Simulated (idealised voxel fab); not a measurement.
process module | voxel wiring stack
cross-section cut | 265 nm wide | cells 5 nm
A cross-section is a grid of square cells, given in bands from the top down. A band is one or more rows of cells.
Each band's line starts with the height of the band's top and of its bottom, in nm. Then come its materials from left to right, each with its width in nm. One material with "throughout" fills the band from edge to edge. "air" is empty space.
Height 0 is the level under which the wafer as received is all one material. The lowest band goes on downwards, as in "0 down".
A width such as "30 to 40" changes by the same amount from each row of cells to the next, from the band's top row to its bottom row.
"no change" after a step means that no cell of the cross-section changed.
closed voids: empty space of 8 cells or more with no open way to the top, each as width x height at its distance from the left edge, in nm
after a step's settings: what the simulator itself notes on the step
overlay nm, on a step with a mask: how far to the right of its planned place the mask lay; to the left if negative
Each pair below shows a cross-section before one step and the cross-section after it, down to the lowest band that changed. The line under each pair gives the step between them, with its settings. The pairs can come from different runs of this module on the same starting wafer, so a pair continues from the pair above only where its "before" says so.
before
  40 to 35: SiN throughout
  35 to 10: lowk throughout
  10 to 0: SiO2 throughout
  0 down: Si throughout
  closed voids: none
after
  40 to 35: SiN 100 | air 20 | SiN 20 | air 20 | SiN 105
  below 35: unchanged
  closed voids: none
the step between: op MASKED_ETCH | tone open | mask id METAL_1 | width nm 20 | pitch nm 40 | etch materials SiN | depth nm 5 | overlay nm 0
before: the cross-section after the pair above
after
  45 to 40: TiN 105 | air 10 | TiN 30 | air 10 | TiN 110
  40 to 35: SiN 100 | TiN 20 | SiN 20 | TiN 20 | SiN 105
  below 35: unchanged
  closed voids: none
the step between: op CONFORMAL_DEP | material TiN | thk nm 5
before: the cross-section after the pair above
after
  55 to 45: W throughout
  45 to 40: TiN 105 | W 10 | TiN 30 | W 10 | TiN 110
  below 40: unchanged
  closed voids: none
the step between: op FILL_DEP | material W | thk nm 10
before: the cross-section after the pair above
after
  40 to 35: SiN 100 | TiN 20 | SiN 20 | TiN 20 | SiN 105
  below 35: unchanged
  closed voids: none
the step between: op CMP | height nm 40
before: the cross-section after the pair above
after
  45 to 40: SiCN throughout
  below 40: unchanged
  closed voids: none
the step between: op CONFORMAL_DEP | material SiCN | thk nm 5
before: the cross-section after the pair above
after
  65 to 45: lowk throughout
  below 45: unchanged
  closed voids: none
the step between: op DIRECTIONAL_DEP | material lowk | thk nm 20
before: the cross-section after the pair above
after
  85 to 65: resist 100 | air 15 | resist 150
  below 65: unchanged
  closed voids: none
the step between: op PATTERN | tone open | mask id PLUG_1 | material resist | width nm 15 | thk nm 20 | overlay nm 0
before: the cross-section after the pair above
after
  85 to 65: resist 100 | air 15 | resist 150
  65 to 45: lowk 100 | air 15 | lowk 150
  below 45: unchanged
  closed voids: none
the step between: op DIRECTIONAL_ETCH | etch materials lowk | depth nm 20
before: the cross-section after the pair above
after
  85 to 65: resist 100 | air 15 | resist 150
  65 to 45: lowk 100 | air 15 | lowk 150
  45 to 40: SiCN 100 | air 15 | SiCN 150
  below 40: unchanged
  closed voids: none
the step between: op DIRECTIONAL_ETCH | etch materials SiCN | depth nm 5
before: the cross-section after the pair above
after
  65 to 45: lowk 100 | air 15 | lowk 150
  below 45: unchanged
  closed voids: none
the step between: op STRIP | etch materials resist
before: the cross-section after the pair above
after
  65 to 50: lowk 100 | air 15 | lowk 150
  50 to 45: lowk 100 | Ru 15 | lowk 150
  45 to 40: SiCN 100 | Ru 15 | SiCN 150
  below 40: unchanged
  closed voids: none
the step between: op EPI | material Ru | thk nm 10
before: the cross-section after the pair above
after
  65 to 60: lowk 100 | air 15 | lowk 150
  60 to 45: lowk 100 | Ru 15 | lowk 150
  below 45: unchanged
  closed voids: none
the step between: op EPI | material Ru | thk nm 10
before: the cross-section after the pair above
after
  65 to 45: lowk 100 | Ru 15 | lowk 150
  below 45: unchanged
  closed voids: none
the step between: op EPI | material Ru | thk nm 5
before: the cross-section after the pair above
after
  70 to 65: TiN throughout
  below 65: unchanged
  closed voids: none
the step between: op DIRECTIONAL_DEP | material TiN | thk nm 5
before: the cross-section after the pair above
after
  85 to 70: Ru throughout
  below 70: unchanged
  closed voids: none
the step between: op DIRECTIONAL_DEP | material Ru | thk nm 15
before: the cross-section after the pair above
after
  100 to 85: air 100 | resist 20 | air 20 | resist 20 | air 105
  below 85: unchanged
  closed voids: none
the step between: op PATTERN | tone cover | mask id METAL_2 | material resist | width nm 20 | pitch nm 40 | thk nm 15 | overlay nm 0
before: the cross-section after the pair above
after
  100 to 85: air 100 | resist 20 | air 20 | resist 20 | air 105
  85 to 70: air 100 | Ru 20 | air 20 | Ru 20 | air 105
  below 70: unchanged
  closed voids: none
the step between: op DIRECTIONAL_ETCH | etch materials Ru | depth nm 15
before: the cross-section after the pair above
after
  100 to 85: air 100 | resist 20 | air 20 | resist 20 | air 105
  85 to 70: air 100 | Ru 20 | air 20 | Ru 20 | air 105
  70 to 65: air 100 | TiN 20 | air 20 | TiN 20 | air 105
  below 65: unchanged
  closed voids: none
the step between: op DIRECTIONAL_ETCH | etch materials TiN | depth nm 5
before: the cross-section after the pair above
after
  85 to 70: air 100 | Ru 20 | air 20 | Ru 20 | air 105
  below 70: unchanged
  closed voids: none
the step between: op STRIP | etch materials resist
before: the cross-section after the pair above
after
  90 to 85: air 95 | SiN 30 | air 10 | SiN 30 | air 100
  85 to 70: air 95 | SiN 5 | Ru 20 | SiN 5 | air 10 | SiN 5 | Ru 20 | SiN 5 | air 100
  70 to 65: SiN 100 | TiN 20 | SiN 20 | TiN 20 | SiN 105
  below 65: unchanged
  closed voids: none
the step between: op CONFORMAL_DEP | material SiN | thk nm 5
before: the cross-section after the pair above
after
  100 to 90: SiO2 throughout
  90 to 85: SiO2 95 | SiN 30 | SiO2 10 | SiN 30 | SiO2 100
  85 to 70: SiO2 95 | SiN 5 | Ru 20 | SiN 5 | SiO2 10 | SiN 5 | Ru 20 | SiN 5 | SiO2 100
  below 70: unchanged
  closed voids: none
the step between: op FILL_DEP | material SiO2 | thk nm 10
before: the cross-section after the pair above
after
  85 to 70: SiO2 95 | SiN 5 | Ru 20 | SiN 5 | SiO2 10 | SiN 5 | Ru 20 | SiN 5 | SiO2 100
  below 70: unchanged
  closed voids: none
the step between: op CMP | height nm 85
before: the cross-section after the pair above
after
  90 to 85: SiCN throughout
  below 85: unchanged
  closed voids: none
the step between: op CONFORMAL_DEP | material SiCN | thk nm 5
before: the cross-section after the pair above
after
  105 to 90: lowk throughout
  below 90: unchanged
  closed voids: none
the step between: op DIRECTIONAL_DEP | material lowk | thk nm 15
before: the cross-section after the pair above
after
  120 to 105: resist 100 | air 15 | resist 25 | air 15 | resist 110
  below 105: unchanged
  closed voids: none
the step between: op PATTERN | tone open | mask id PLUG_2 | material resist | width nm 15 | pitch nm 40 | thk nm 15 | overlay nm 0
before: the cross-section after the pair above
after
  120 to 105: resist 100 | air 15 | resist 25 | air 15 | resist 110
  105 to 90: lowk 100 | air 15 | lowk 25 | air 15 | lowk 110
  below 90: unchanged
  closed voids: none
the step between: op DIRECTIONAL_ETCH | etch materials lowk | depth nm 15
before: the cross-section after the pair above
after
  120 to 105: resist 100 | air 15 | resist 25 | air 15 | resist 110
  105 to 90: lowk 100 | air 15 | lowk 25 | air 15 | lowk 110
  90 to 85: SiCN 100 | air 15 | SiCN 25 | air 15 | SiCN 110
  below 85: unchanged
  closed voids: none
the step between: op DIRECTIONAL_ETCH | etch materials SiCN | depth nm 5
before: the cross-section after the pair above
after
  105 to 90: lowk 100 | air 15 | lowk 25 | air 15 | lowk 110
  below 90: unchanged
  closed voids: none
the step between: op STRIP | etch materials resist
before: the cross-section after the pair above
after
  105 to 95: lowk 100 | air 15 | lowk 25 | air 15 | lowk 110
  95 to 90: lowk 100 | Ru 15 | lowk 25 | Ru 15 | lowk 110
  90 to 85: SiCN 100 | Ru 15 | SiCN 25 | Ru 15 | SiCN 110
  below 85: unchanged
  closed voids: none
the step between: op EPI | material Ru | thk nm 10
before: the cross-section after the pair above
after
  105 to 90: lowk 100 | Ru 15 | lowk 25 | Ru 15 | lowk 110
  below 90: unchanged
  closed voids: none
the step between: op EPI | material Ru | thk nm 10
before: the cross-section after the pair above
after
  110 to 105: TiN throughout
  below 105: unchanged
  closed voids: none
the step between: op DIRECTIONAL_DEP | material TiN | thk nm 5
before: the cross-section after the pair above
after
  135 to 110: W throughout
  below 110: unchanged
  closed voids: none
the step between: op DIRECTIONAL_DEP | material W | thk nm 25
before: the cross-section after the pair above
after
  145 to 135: aC throughout
  below 135: unchanged
  closed voids: none
the step between: op DIRECTIONAL_DEP | material aC | thk nm 10
before: the cross-section after the pair above
after
  175 to 145: air 100 | resist 20 | air 20 | resist 20 | air 105
  below 145: unchanged
  closed voids: none
the step between: op PATTERN | tone cover | mask id METAL_3 | material resist | width nm 20 | pitch nm 40 | thk nm 30 | overlay nm 0
before: the cross-section after the pair above
after
  165 to 145: air 100 | resist 20 | air 20 | resist 20 | air 105
  145 to 135: air 100 | aC 20 | air 20 | aC 20 | air 105
  below 135: unchanged
  closed voids: none
the step between: op DIRECTIONAL_ETCH | etch materials aC | depth nm 10
before: the cross-section after the pair above
after
  145 to 135: air 100 | aC 20 | air 20 | aC 20 | air 105
  below 135: unchanged
  closed voids: none
the step between: op STRIP | etch materials resist
before: the cross-section after the pair above
after
  145 to 135: air 100 | aC 20 | air 20 | aC 20 | air 105
  135 to 110: air 100 | W 20 | air 20 | W 20 | air 105
  below 110: unchanged
  closed voids: none
the step between: op DIRECTIONAL_ETCH | etch materials W | depth nm 25
before: the cross-section after the pair above
after
  145 to 135: air 100 | aC 20 | air 20 | aC 20 | air 105
  135 to 110: air 100 | W 20 | air 20 | W 20 | air 105
  110 to 105: air 100 | TiN 20 | air 20 | TiN 20 | air 105
  below 105: unchanged
  closed voids: none
the step between: op DIRECTIONAL_ETCH | etch materials TiN | depth nm 5
before: the cross-section after the pair above
after
  135 to 110: air 100 | W 20 | air 20 | W 20 | air 105
  below 110: unchanged
  closed voids: none
the step between: op STRIP | etch materials aC
before: the cross-section after the pair above
after
  145 to 135: SiO2 throughout
  135 to 110: SiO2 100 | W 20 | SiO2 20 | W 20 | SiO2 105
  110 to 105: SiO2 100 | TiN 20 | SiO2 20 | TiN 20 | SiO2 105
  below 105: unchanged
  closed voids: none
the step between: op FILL_DEP | material SiO2 | thk nm 10
before: the cross-section after the pair above
after
  135 to 110: SiO2 100 | W 20 | SiO2 20 | W 20 | SiO2 105
  below 110: unchanged
  closed voids: none
the step between: op CMP | height nm 135
before: the cross-section after the pair above
after
  140 to 135: SiCN throughout
  below 135: unchanged
  closed voids: none
the step between: op CONFORMAL_DEP | material SiCN | thk nm 5
before
  0 down: Si throughout
  closed voids: none
after
  15 to 0: SiO2 throughout
  below 0: unchanged
  closed voids: none
the step between: op CONFORMAL_DEP | material SiO2 | thk nm 15
before: the cross-section after the pair above
after
  20 to 15: SiN throughout
  below 15: unchanged
  closed voids: none
the step between: op CONFORMAL_DEP | material SiN | thk nm 5
before: the cross-section after the pair above
after
  45 to 20: lowk throughout
  below 20: unchanged
  closed voids: none
the step between: op DIRECTIONAL_DEP | material lowk | thk nm 25
before: the cross-section after the pair above
after
  45 to 20: lowk 100 | air 20 | lowk 20 | air 20 | lowk 105
  below 20: unchanged
  closed voids: none
the step between: op MASKED_ETCH | tone open | mask id METAL_1 | width nm 20 | pitch nm 40 | etch materials lowk | depth nm 25 | overlay nm 0
before: the cross-section after the pair above
after
  45 to 20: lowk 100 | air 20 | lowk 20 | air 20 | lowk 105
  20 to 15: SiN 100 | air 20 | SiN 20 | air 20 | SiN 105
  below 15: unchanged
  closed voids: none
the step between: op MASKED_ETCH | tone open | mask id METAL_1 | width nm 20 | pitch nm 40 | etch materials SiN | depth nm 5 | overlay nm 0
before: the cross-section after the pair above
after
  50 to 45: TiN 105 | air 10 | TiN 30 | air 10 | TiN 110
  45 to 20: lowk 100 | TiN 5 | air 10 | TiN 5 | lowk 20 | TiN 5 | air 10 | TiN 5 | lowk 105
  20 to 15: SiN 100 | TiN 20 | SiN 20 | TiN 20 | SiN 105
  below 15: unchanged
  closed voids: none
the step between: op CONFORMAL_DEP | material TiN | thk nm 5
before: the cross-section after the pair above
after
  60 to 50: W throughout
  50 to 45: TiN 105 | W 10 | TiN 30 | W 10 | TiN 110
  45 to 20: lowk 100 | TiN 5 | W 10 | TiN 5 | lowk 20 | TiN 5 | W 10 | TiN 5 | lowk 105
  below 20: unchanged
  closed voids: none
the step between: op FILL_DEP | material W | thk nm 10
before: the cross-section after the pair above
after
  40 to 20: lowk 100 | TiN 5 | W 10 | TiN 5 | lowk 20 | TiN 5 | W 10 | TiN 5 | lowk 105
  below 20: unchanged
  closed voids: none
the step between: op CMP | height nm 40
before: the cross-section after the pair above
after
  45 to 40: SiCN throughout
  below 40: unchanged
  closed voids: none
the step between: op CONFORMAL_DEP | material SiCN | thk nm 5
before: the cross-section after the pair above
after
  65 to 45: lowk throughout
  below 45: unchanged
  closed voids: none
the step between: op DIRECTIONAL_DEP | material lowk | thk nm 20
before: the cross-section after the pair above
after
  85 to 65: resist 100 | air 15 | resist 150
  below 65: unchanged
  closed voids: none
the step between: op PATTERN | tone open | mask id PLUG_1 | material resist | width nm 15 | thk nm 20 | overlay nm 0
before: the cross-section after the pair above
after
  85 to 65: resist 100 | air 15 | resist 150
  65 to 45: lowk 100 | air 15 | lowk 150
  below 45: unchanged
  closed voids: none
the step between: op DIRECTIONAL_ETCH | etch materials lowk | depth nm 20
before: the cross-section after the pair above
after
  85 to 65: resist 100 | air 15 | resist 150
  65 to 45: lowk 100 | air 15 | lowk 150
  45 to 40: SiCN 100 | air 15 | SiCN 150
  below 40: unchanged
  closed voids: none
the step between: op DIRECTIONAL_ETCH | etch materials SiCN | depth nm 5
before: the cross-section after the pair above
after
  65 to 45: lowk 100 | air 15 | lowk 150
  below 45: unchanged
  closed voids: none
the step between: op STRIP | etch materials resist
before: the cross-section after the pair above
after
  65 to 50: lowk 100 | air 15 | lowk 150
  50 to 45: lowk 100 | Ru 15 | lowk 150
  45 to 40: SiCN 100 | Ru 15 | SiCN 150
  below 40: unchanged
  closed voids: none
the step between: op EPI | material Ru | thk nm 10
before: the cross-section after the pair above
after
  65 to 60: lowk 100 | air 15 | lowk 150
  60 to 45: lowk 100 | Ru 15 | lowk 150
  below 45: unchanged
  closed voids: none
the step between: op EPI | material Ru | thk nm 10
before: the cross-section after the pair above
after
  65 to 45: lowk 100 | Ru 15 | lowk 150
  below 45: unchanged
  closed voids: none
the step between: op EPI | material Ru | thk nm 5
before: the cross-section after the pair above
after
  70 to 65: TiN throughout
  below 65: unchanged
  closed voids: none
the step between: op DIRECTIONAL_DEP | material TiN | thk nm 5
before: the cross-section after the pair above
after
  85 to 70: Ru throughout
  below 70: unchanged
  closed voids: none
the step between: op DIRECTIONAL_DEP | material Ru | thk nm 15
before: the cross-section after the pair above
after
  100 to 85: air 100 | resist 20 | air 20 | resist 20 | air 105
  below 85: unchanged
  closed voids: none
the step between: op PATTERN | tone cover | mask id METAL_2 | material resist | width nm 20 | pitch nm 40 | thk nm 15 | overlay nm 0
before: the cross-section after the pair above
after
  100 to 85: air 100 | resist 20 | air 20 | resist 20 | air 105
  85 to 70: air 100 | Ru 20 | air 20 | Ru 20 | air 105
  below 70: unchanged
  closed voids: none
the step between: op DIRECTIONAL_ETCH | etch materials Ru | depth nm 15
before: the cross-section after the pair above
after
  100 to 85: air 100 | resist 20 | air 20 | resist 20 | air 105
  85 to 70: air 100 | Ru 20 | air 20 | Ru 20 | air 105
  70 to 65: air 100 | TiN 20 | air 20 | TiN 20 | air 105
  below 65: unchanged
  closed voids: none
the step between: op DIRECTIONAL_ETCH | etch materials TiN | depth nm 5
before: the cross-section after the pair above
after
  85 to 70: air 100 | Ru 20 | air 20 | Ru 20 | air 105
  below 70: unchanged
  closed voids: none
the step between: op STRIP | etch materials resist
before: the cross-section after the pair above
after
  90 to 85: air 95 | SiN 30 | air 10 | SiN 30 | air 100
  85 to 70: air 95 | SiN 5 | Ru 20 | SiN 5 | air 10 | SiN 5 | Ru 20 | SiN 5 | air 100
  70 to 65: SiN 100 | TiN 20 | SiN 20 | TiN 20 | SiN 105
  below 65: unchanged
  closed voids: none
the step between: op CONFORMAL_DEP | material SiN | thk nm 5
before: the cross-section after the pair above
after
  100 to 90: SiO2 throughout
  90 to 85: SiO2 95 | SiN 30 | SiO2 10 | SiN 30 | SiO2 100
  85 to 70: SiO2 95 | SiN 5 | Ru 20 | SiN 5 | SiO2 10 | SiN 5 | Ru 20 | SiN 5 | SiO2 100
  below 70: unchanged
  closed voids: none
the step between: op FILL_DEP | material SiO2 | thk nm 10
before: the cross-section after the pair above
after
  85 to 70: SiO2 95 | SiN 5 | Ru 20 | SiN 5 | SiO2 10 | SiN 5 | Ru 20 | SiN 5 | SiO2 100
  below 70: unchanged
  closed voids: none
the step between: op CMP | height nm 85
before: the cross-section after the pair above
after
  90 to 85: SiCN throughout
  below 85: unchanged
  closed voids: none
the step between: op CONFORMAL_DEP | material SiCN | thk nm 5
before: the cross-section after the pair above
after
  105 to 90: lowk throughout
  below 90: unchanged
  closed voids: none
the step between: op DIRECTIONAL_DEP | material lowk | thk nm 15
before: the cross-section after the pair above
after
  120 to 105: resist 100 | air 15 | resist 25 | air 15 | resist 110
  below 105: unchanged
  closed voids: none
the step between: op PATTERN | tone open | mask id PLUG_2 | material resist | width nm 15 | pitch nm 40 | thk nm 15 | overlay nm 0
before: the cross-section after the pair above
after
  120 to 105: resist 100 | air 15 | resist 25 | air 15 | resist 110
  105 to 90: lowk 100 | air 15 | lowk 25 | air 15 | lowk 110
  below 90: unchanged
  closed voids: none
the step between: op DIRECTIONAL_ETCH | etch materials lowk | depth nm 15
before: the cross-section after the pair above
after
  120 to 105: resist 100 | air 15 | resist 25 | air 15 | resist 110
  105 to 90: lowk 100 | air 15 | lowk 25 | air 15 | lowk 110
  90 to 85: SiCN 100 | air 15 | SiCN 25 | air 15 | SiCN 110
  below 85: unchanged
  closed voids: none
the step between: op DIRECTIONAL_ETCH | etch materials SiCN | depth nm 5
before: the cross-section after the pair above
after
  105 to 90: lowk 100 | air 15 | lowk 25 | air 15 | lowk 110
  below 90: unchanged
  closed voids: none
the step between: op STRIP | etch materials resist
before: the cross-section after the pair above
after
  105 to 95: lowk 100 | air 15 | lowk 25 | air 15 | lowk 110
  95 to 90: lowk 100 | Ru 15 | lowk 25 | Ru 15 | lowk 110
  90 to 85: SiCN 100 | Ru 15 | SiCN 25 | Ru 15 | SiCN 110
  below 85: unchanged
  closed voids: none
the step between: op EPI | material Ru | thk nm 10
before: the cross-section after the pair above
after
  105 to 90: lowk 100 | Ru 15 | lowk 25 | Ru 15 | lowk 110
  below 90: unchanged
  closed voids: none
the step between: op EPI | material Ru | thk nm 10
before: the cross-section after the pair above
after
  110 to 105: TiN throughout
  below 105: unchanged
  closed voids: none
the step between: op DIRECTIONAL_DEP | material TiN | thk nm 5
before: the cross-section after the pair above
after
  135 to 110: W throughout
  below 110: unchanged
  closed voids: none
the step between: op DIRECTIONAL_DEP | material W | thk nm 25
before: the cross-section after the pair above
after
  145 to 135: aC throughout
  below 135: unchanged
  closed voids: none
the step between: op DIRECTIONAL_DEP | material aC | thk nm 10
before: the cross-section after the pair above
after
  175 to 145: air 100 | resist 20 | air 20 | resist 20 | air 105
  below 145: unchanged
  closed voids: none
the step between: op PATTERN | tone cover | mask id METAL_3 | material resist | width nm 20 | pitch nm 40 | thk nm 30 | overlay nm 0
before: the cross-section after the pair above
after
  165 to 145: air 100 | resist 20 | air 20 | resist 20 | air 105
  145 to 135: air 100 | aC 20 | air 20 | aC 20 | air 105
  below 135: unchanged
  closed voids: none
the step between: op DIRECTIONAL_ETCH | etch materials aC | depth nm 10
before: the cross-section after the pair above
after
  145 to 135: air 100 | aC 20 | air 20 | aC 20 | air 105
  below 135: unchanged
  closed voids: none
the step between: op STRIP | etch materials resist
before: the cross-section after the pair above
after
  145 to 135: air 100 | aC 20 | air 20 | aC 20 | air 105
  135 to 110: air 100 | W 20 | air 20 | W 20 | air 105
  below 110: unchanged
  closed voids: none
the step between: op DIRECTIONAL_ETCH | etch materials W | depth nm 25
before: the cross-section after the pair above
after
  145 to 135: air 100 | aC 20 | air 20 | aC 20 | air 105
  135 to 110: air 100 | W 20 | air 20 | W 20 | air 105
  110 to 105: air 100 | TiN 20 | air 20 | TiN 20 | air 105
  below 105: unchanged
  closed voids: none
the step between: op DIRECTIONAL_ETCH | etch materials TiN | depth nm 5
before: the cross-section after the pair above
after
  135 to 110: air 100 | W 20 | air 20 | W 20 | air 105
  below 110: unchanged
  closed voids: none
the step between: op STRIP | etch materials aC
before: the cross-section after the pair above
after
  145 to 135: SiO2 throughout
  135 to 110: SiO2 100 | W 20 | SiO2 20 | W 20 | SiO2 105
  110 to 105: SiO2 100 | TiN 20 | SiO2 20 | TiN 20 | SiO2 105
  below 105: unchanged
  closed voids: none
the step between: op FILL_DEP | material SiO2 | thk nm 10
before: the cross-section after the pair above
after
  135 to 110: SiO2 100 | W 20 | SiO2 20 | W 20 | SiO2 105
  below 110: unchanged
  closed voids: none
the step between: op CMP | height nm 135
before: the cross-section after the pair above
after
  140 to 135: SiCN throughout
  below 135: unchanged
  closed voids: none
the step between: op CONFORMAL_DEP | material SiCN | thk nm 5
before
  40 to 15: lowk throughout
  15 to 10: SiN throughout
  10 to 0: SiO2 throughout
  0 down: Si throughout
  closed voids: none
after
  40 to 15: lowk 105 | air 15 | lowk 25 | air 15 | lowk 105
  below 15: unchanged
  closed voids: none
the step between: op MASKED_ETCH | tone open | mask id METAL_1 | width nm 15 | pitch nm 40 | etch materials lowk | depth nm 25 | overlay nm 0
before: the cross-section after the pair above
after
  40 to 15: lowk 105 | air 15 | lowk 25 | air 15 | lowk 105
  15 to 10: SiN 105 | air 15 | SiN 25 | air 15 | SiN 105
  below 10: unchanged
  closed voids: none
the step between: op MASKED_ETCH | tone open | mask id METAL_1 | width nm 20 | pitch nm 40 | etch materials SiN | depth nm 5 | overlay nm 0
before: the cross-section after the pair above
after
  45 to 40: TiN 110 | air 5 | TiN 35 | air 5 | TiN 110
  40 to 15: lowk 105 | TiN 5 | air 5 | TiN 5 | lowk 25 | TiN 5 | air 5 | TiN 5 | lowk 105
  15 to 10: SiN 105 | TiN 15 | SiN 25 | TiN 15 | SiN 105
  below 10: unchanged
  closed voids: none
the step between: op CONFORMAL_DEP | material TiN | thk nm 5
before: the cross-section after the pair above
after
  55 to 45: W throughout
  45 to 40: TiN 110 | W 5 | TiN 35 | W 5 | TiN 110
  40 to 15: lowk 105 | TiN 5 | W 5 | TiN 5 | lowk 25 | TiN 5 | W 5 | TiN 5 | lowk 105
  below 15: unchanged
  closed voids: none
the step between: op FILL_DEP | material W | thk nm 10
before: the cross-section after the pair above
after
  40 to 15: lowk 105 | TiN 5 | W 5 | TiN 5 | lowk 25 | TiN 5 | W 5 | TiN 5 | lowk 105
  below 15: unchanged
  closed voids: none
the step between: op CMP | height nm 40
before: the cross-section after the pair above
after
  45 to 40: SiCN throughout
  below 40: unchanged
  closed voids: none
the step between: op CONFORMAL_DEP | material SiCN | thk nm 5
before: the cross-section after the pair above
after
  65 to 45: lowk throughout
  below 45: unchanged
  closed voids: none
the step between: op DIRECTIONAL_DEP | material lowk | thk nm 20
before: the cross-section after the pair above
after
  85 to 65: resist 100 | air 15 | resist 150
  below 65: unchanged
  closed voids: none
the step between: op PATTERN | tone open | mask id PLUG_1 | material resist | width nm 15 | thk nm 20 | overlay nm 0
before: the cross-section after the pair above
after
  85 to 65: resist 100 | air 15 | resist 150
  65 to 45: lowk 100 | air 15 | lowk 150
  below 45: unchanged
  closed voids: none
the step between: op DIRECTIONAL_ETCH | etch materials lowk | depth nm 20
before: the cross-section after the pair above
after
  85 to 65: resist 100 | air 15 | resist 150
  65 to 45: lowk 100 | air 15 | lowk 150
  45 to 40: SiCN 100 | air 15 | SiCN 150
  below 40: unchanged
  closed voids: none
the step between: op DIRECTIONAL_ETCH | etch materials SiCN | depth nm 5
before: the cross-section after the pair above
after
  65 to 45: lowk 100 | air 15 | lowk 150
  below 45: unchanged
  closed voids: none
the step between: op STRIP | etch materials resist
before: the cross-section after the pair above
after
  65 to 50: lowk 100 | air 15 | lowk 150
  50 to 45: lowk 100 | Ru 15 | lowk 150
  45 to 40: SiCN 100 | Ru 15 | SiCN 150
  below 40: unchanged
  closed voids: none
the step between: op EPI | material Ru | thk nm 10
before: the cross-section after the pair above
after
  65 to 60: lowk 100 | air 15 | lowk 150
  60 to 45: lowk 100 | Ru 15 | lowk 150
  below 45: unchanged
  closed voids: none
the step between: op EPI | material Ru | thk nm 10
before: the cross-section after the pair above
after
  65 to 45: lowk 100 | Ru 15 | lowk 150
  below 45: unchanged
  closed voids: none
the step between: op EPI | material Ru | thk nm 5
before: the cross-section after the pair above
after
  70 to 65: TiN throughout
  below 65: unchanged
  closed voids: none
the step between: op DIRECTIONAL_DEP | material TiN | thk nm 5
before: the cross-section after the pair above
after
  85 to 70: Ru throughout
  below 70: unchanged
  closed voids: none
the step between: op DIRECTIONAL_DEP | material Ru | thk nm 15
before: the cross-section after the pair above
after
  100 to 85: air 100 | resist 20 | air 20 | resist 20 | air 105
  below 85: unchanged
  closed voids: none
the step between: op PATTERN | tone cover | mask id METAL_2 | material resist | width nm 20 | pitch nm 40 | thk nm 15 | overlay nm 0
before: the cross-section after the pair above
after
  100 to 85: air 100 | resist 20 | air 20 | resist 20 | air 105
  85 to 70: air 100 | Ru 20 | air 20 | Ru 20 | air 105
  below 70: unchanged
  closed voids: none
the step between: op DIRECTIONAL_ETCH | etch materials Ru | depth nm 15
before: the cross-section after the pair above
after
  100 to 85: air 100 | resist 20 | air 20 | resist 20 | air 105
  85 to 70: air 100 | Ru 20 | air 20 | Ru 20 | air 105
  70 to 65: air 100 | TiN 20 | air 20 | TiN 20 | air 105
  below 65: unchanged
  closed voids: none
the step between: op DIRECTIONAL_ETCH | etch materials TiN | depth nm 5
before: the cross-section after the pair above
after
  85 to 70: air 100 | Ru 20 | air 20 | Ru 20 | air 105
  below 70: unchanged
  closed voids: none
the step between: op STRIP | etch materials resist
before: the cross-section after the pair above
after
  90 to 85: air 95 | SiN 30 | air 10 | SiN 30 | air 100
  85 to 70: air 95 | SiN 5 | Ru 20 | SiN 5 | air 10 | SiN 5 | Ru 20 | SiN 5 | air 100
  70 to 65: SiN 100 | TiN 20 | SiN 20 | TiN 20 | SiN 105
  below 65: unchanged
  closed voids: none
the step between: op CONFORMAL_DEP | material SiN | thk nm 5
before: the cross-section after the pair above
after
  100 to 90: SiO2 throughout
  90 to 85: SiO2 95 | SiN 30 | SiO2 10 | SiN 30 | SiO2 100
  85 to 70: SiO2 95 | SiN 5 | Ru 20 | SiN 5 | SiO2 10 | SiN 5 | Ru 20 | SiN 5 | SiO2 100
  below 70: unchanged
  closed voids: none
the step between: op FILL_DEP | material SiO2 | thk nm 10
before: the cross-section after the pair above
after
  85 to 70: SiO2 95 | SiN 5 | Ru 20 | SiN 5 | SiO2 10 | SiN 5 | Ru 20 | SiN 5 | SiO2 100
  below 70: unchanged
  closed voids: none
the step between: op CMP | height nm 85
before: the cross-section after the pair above
after
  90 to 85: SiCN throughout
  below 85: unchanged
  closed voids: none
the step between: op CONFORMAL_DEP | material SiCN | thk nm 5
before: the cross-section after the pair above
after
  105 to 90: lowk throughout
  below 90: unchanged
  closed voids: none
the step between: op DIRECTIONAL_DEP | material lowk | thk nm 15
before: the cross-section after the pair above
after
  120 to 105: resist 100 | air 15 | resist 25 | air 15 | resist 110
  below 105: unchanged
  closed voids: none
the step between: op PATTERN | tone open | mask id PLUG_2 | material resist | width nm 15 | pitch nm 40 | thk nm 15 | overlay nm 0
before: the cross-section after the pair above
after
  120 to 105: resist 100 | air 15 | resist 25 | air 15 | resist 110
  105 to 90: lowk 100 | air 15 | lowk 25 | air 15 | lowk 110
  below 90: unchanged
  closed voids: none
the step between: op DIRECTIONAL_ETCH | etch materials lowk | depth nm 15
before: the cross-section after the pair above
after
  120 to 105: resist 100 | air 15 | resist 25 | air 15 | resist 110
  105 to 90: lowk 100 | air 15 | lowk 25 | air 15 | lowk 110
  90 to 85: SiCN 100 | air 15 | SiCN 25 | air 15 | SiCN 110
  below 85: unchanged
  closed voids: none
the step between: op DIRECTIONAL_ETCH | etch materials SiCN | depth nm 5
before: the cross-section after the pair above
after
  105 to 90: lowk 100 | air 15 | lowk 25 | air 15 | lowk 110
  below 90: unchanged
  closed voids: none
the step between: op STRIP | etch materials resist
before: the cross-section after the pair above
after
  105 to 95: lowk 100 | air 15 | lowk 25 | air 15 | lowk 110
  95 to 90: lowk 100 | Ru 15 | lowk 25 | Ru 15 | lowk 110
  90 to 85: SiCN 100 | Ru 15 | SiCN 25 | Ru 15 | SiCN 110
  below 85: unchanged
  closed voids: none
the step between: op EPI | material Ru | thk nm 10
before: the cross-section after the pair above
after
  105 to 90: lowk 100 | Ru 15 | lowk 25 | Ru 15 | lowk 110
  below 90: unchanged
  closed voids: none
the step between: op EPI | material Ru | thk nm 10
before: the cross-section after the pair above
after
  110 to 105: TiN throughout
  below 105: unchanged
  closed voids: none
the step between: op DIRECTIONAL_DEP | material TiN | thk nm 5
before: the cross-section after the pair above
after
  135 to 110: W throughout
  below 110: unchanged
  closed voids: none
the step between: op DIRECTIONAL_DEP | material W | thk nm 25
before: the cross-section after the pair above
after
  145 to 135: aC throughout
  below 135: unchanged
  closed voids: none
the step between: op DIRECTIONAL_DEP | material aC | thk nm 10
before: the cross-section after the pair above
after
  175 to 145: air 100 | resist 20 | air 20 | resist 20 | air 105
  below 145: unchanged
  closed voids: none
the step between: op PATTERN | tone cover | mask id METAL_3 | material resist | width nm 20 | pitch nm 40 | thk nm 30 | overlay nm 0
before: the cross-section after the pair above
after
  165 to 145: air 100 | resist 20 | air 20 | resist 20 | air 105
  145 to 135: air 100 | aC 20 | air 20 | aC 20 | air 105
  below 135: unchanged
  closed voids: none
the step between: op DIRECTIONAL_ETCH | etch materials aC | depth nm 10
before: the cross-section after the pair above
after
  145 to 135: air 100 | aC 20 | air 20 | aC 20 | air 105
  below 135: unchanged
  closed voids: none
the step between: op STRIP | etch materials resist
